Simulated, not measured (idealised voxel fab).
process module | voxel gate over fins
cross-section cut | 195 nm wide | cells 5 nm
A cross-section is a grid of square cells, given in bands from the top down. A band is one or more rows of cells.
Each band's line starts with the height of the band's top and of its bottom, in nm. Then come its materials from left to right, each with its width in nm. One material with "throughout" fills the band from edge to edge. "air" is empty space.
Height 0 is the level under which the wafer as received is all one material. The lowest band goes on downwards, as in "0 down".
A width such as "30 to 40" changes by the same amount from each row of cells to the next, from the band's top row to its bottom row.
"no change" after a step means that no cell of the cross-section changed.
closed voids: empty space of 8 cells or more with no open way to the top, each as width x height at its distance from the left edge, in nm
after a step's settings: what the simulator itself notes on the step
overlay nm, on a step with a mask: how far to the right of its planned place the mask lay; to the left if negative
plan
1 op RECEIVE | material Si
2 op CONFORMAL_DEP | material SiN | thk nm 5
3 op PATTERN | tone cover | mask id FINS | material resist | width nm 15 | pitch nm 40 | thk nm 15 | overlay nm 0
4 op DIRECTIONAL_ETCH | etch materials SiN | depth nm 5
5 op DIRECTIONAL_ETCH | etch materials Si | depth nm 40
6 op STRIP | etch materials resist
7 op FILL_DEP | material SiO2 | thk nm 10
8 op CMP | height nm 5
9 op SELECTIVE_ETCH | etch materials SiO2 | depth nm 20
10 op STRIP | etch materials SiN
11 op CONFORMAL_DEP | material HfO2 | thk nm 5
12 op CONFORMAL_DEP | material TiN | thk nm 5
13 op CONFORMAL_DEP | material TiAl | thk nm 5
14 op CONFORMAL_DEP | material TiN | thk nm 5
15 op FILL_DEP | material W | thk nm 15
16 op CMP | height nm 30
17 op CONFORMAL_DEP | material SiN | thk nm 5
as received, after step 1
  0 down: Si throughout
  closed voids: none
a wafer at the end: this start, this plan, one mistake
  35 to 30: SiN throughout
  30 to 15: W throughout
  15 to 5: W 35 | TiN 125 | W 35
  5 to 0: W 35 | TiN 10 | HfO2 25 | TiN 15 | HfO2 25 | TiN 15 | HfO2 25 | TiN 10 | W 35
  0 to -10: TiN 45 | HfO2 5 | Si 15 | HfO2 5 | TiN 15 | HfO2 5 | Si 15 | HfO2 5 | TiN 15 | HfO2 5 | Si 15 | HfO2 5 | TiN 45
  -10 to -15: HfO2 50 | Si 15 | HfO2 25 | Si 15 | HfO2 25 | Si 15 | HfO2 50
  -15 to -40: SiO2 50 | Si 15 | SiO2 25 | Si 15 | SiO2 25 | Si 15 | SiO2 50
  -40 down: Si throughout
  closed voids: none
what went wrong: step 13 was left out
